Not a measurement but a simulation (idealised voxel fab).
process module | voxel ribs on slabs
cross-section cut | 230 nm wide | cells 5 nm
A cross-section is a grid of square cells, given in bands from the top down. A band is one or more rows of cells.
Each band's line starts with the height of the band's top and of its bottom, in nm. Then come its materials from left to right, each with its width in nm. One material with "throughout" fills the band from edge to edge. "air" is empty space.
Height 0 is the level under which the wafer as received is all one material. The lowest band goes on downwards, as in "0 down".
A width such as "30 to 40" changes by the same amount from each row of cells to the next, from the band's top row to its bottom row.
"no change" after a step means that no cell of the cross-section changed.
closed voids: empty space of 8 cells or more with no open way to the top, each as width x height at its distance from the left edge, in nm
after a step's settings: what the simulator itself notes on the step
overlay nm, on a step with a mask: how far to the right of its planned place the mask lay; to the left if negative
plan
1 op RECEIVE | material Si
2 op DIRECTIONAL_DEP | material SiO2 | thk nm 25
3 op DIRECTIONAL_DEP | material SiN | thk nm 20
4 op MASKED_ETCH | tone cover | mask id RIB | width nm 20 | etch materials SiN | depth nm 10 | overlay nm 0
5 op PATTERN | tone cover | mask id SLAB | material resist | width nm 80 | thk nm 15 | overlay nm 0
6 op DIRECTIONAL_ETCH | etch materials SiN | depth nm 10
7 op STRIP | etch materials resist
8 op FILL_DEP | material SiO2 | thk nm 30
9 op CMP | height nm 65
10 op DIRECTIONAL_DEP | material TiN | thk nm 5
11 op PATTERN | tone cover | mask id HEATER | material resist | width nm 30 | thk nm 20 | overlay nm 0
12 op DIRECTIONAL_ETCH | etch materials TiN | depth nm 5
13 op STRIP | etch materials resist
14 op CONFORMAL_DEP | material SiO2 | thk nm 10
as received, after step 1
  0 down: Si throughout
  closed voids: none
a wafer at the end: this start, this plan, one mistake
  80 to 70: SiO2 throughout
  70 to 65: SiN throughout
  65 to 45: SiO2 throughout
  45 to 35: SiO2 105 | SiN 20 | SiO2 105
  35 to 25: SiO2 75 | SiN 80 | SiO2 75
  25 to 0: SiO2 throughout
  0 down: Si throughout
  closed voids: none
what went wrong: step 10 ran as: op DIRECTIONAL_DEP | material SiN | thk nm 5
